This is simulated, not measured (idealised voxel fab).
process module | voxel local oxidation
cross-section cut | 265 nm wide | cells 5 nm
A cross-section is a grid of square cells, given in bands from the top down. A band is one or more rows of cells.
Each band's line starts with the height of the band's top and of its bottom, in nm. Then come its materials from left to right, each with its width in nm. One material with "throughout" fills the band from edge to edge. "air" is empty space.
Height 0 is the level under which the wafer as received is all one material. The lowest band goes on downwards, as in "0 down".
A width such as "30 to 40" changes by the same amount from each row of cells to the next, from the band's top row to its bottom row.
"no change" after a step means that no cell of the cross-section changed.
closed voids: empty space of 8 cells or more with no open way to the top, each as width x height at its distance from the left edge, in nm
after a step's settings: what the simulator itself notes on the step
overlay nm, on a step with a mask: how far to the right of its planned place the mask lay; to the left if negative
plan
1 op RECEIVE | material Si
2 op CONFORMAL_DEP | material SiO2 | thk nm 5
3 op CONFORMAL_DEP | material SiN | thk nm 15
4 op MASKED_ETCH | tone cover | mask id ACTIVE | width nm 85 | pitch nm 120 | etch materials SiN | depth nm 15 | overlay nm 0
5 op SELECTIVE_ETCH | etch materials SiO2 | depth nm 5
6 op OXIDIZE | depth nm 10
7 op STRIP | etch materials SiN
varied across the wafers: width nm of step 4. The plan shows the first wafer's value. All wafers start alike
first wafer as received, after step 1
  0 down: Si throughout
  closed voids: none
first wafer at the end, after step 7
  5 to 0: air 35 | SiO2 75 | air 45 | SiO2 75 | air 35
  0 to -10: SiO2 45 | Si 55 | SiO2 65 | Si 55 | SiO2 45
  -10 down: Si throughout
  closed voids: none
last wafer at the end
  5 to 0: air 25 | SiO2 95 | air 25 | SiO2 95 | air 25
  0 to -10: SiO2 35 | Si 75 | SiO2 45 | Si 75 | SiO2 35
  -10 down: Si throughout
  closed voids: none
each wafer at the end: cells of each material gained (+) or lost (-) since it was received, then its closed voids
width nm 85 | -62 Si | +92 SiO2 | closed voids: none
width nm 90 | -58 Si | +90 SiO2 | closed voids: none
width nm 95 | -54 Si | +88 SiO2 | closed voids: none
width nm 100 | -50 Si | +86 SiO2 | closed voids: none
width nm 105 | -46 Si | +84 SiO2 | closed voids: none
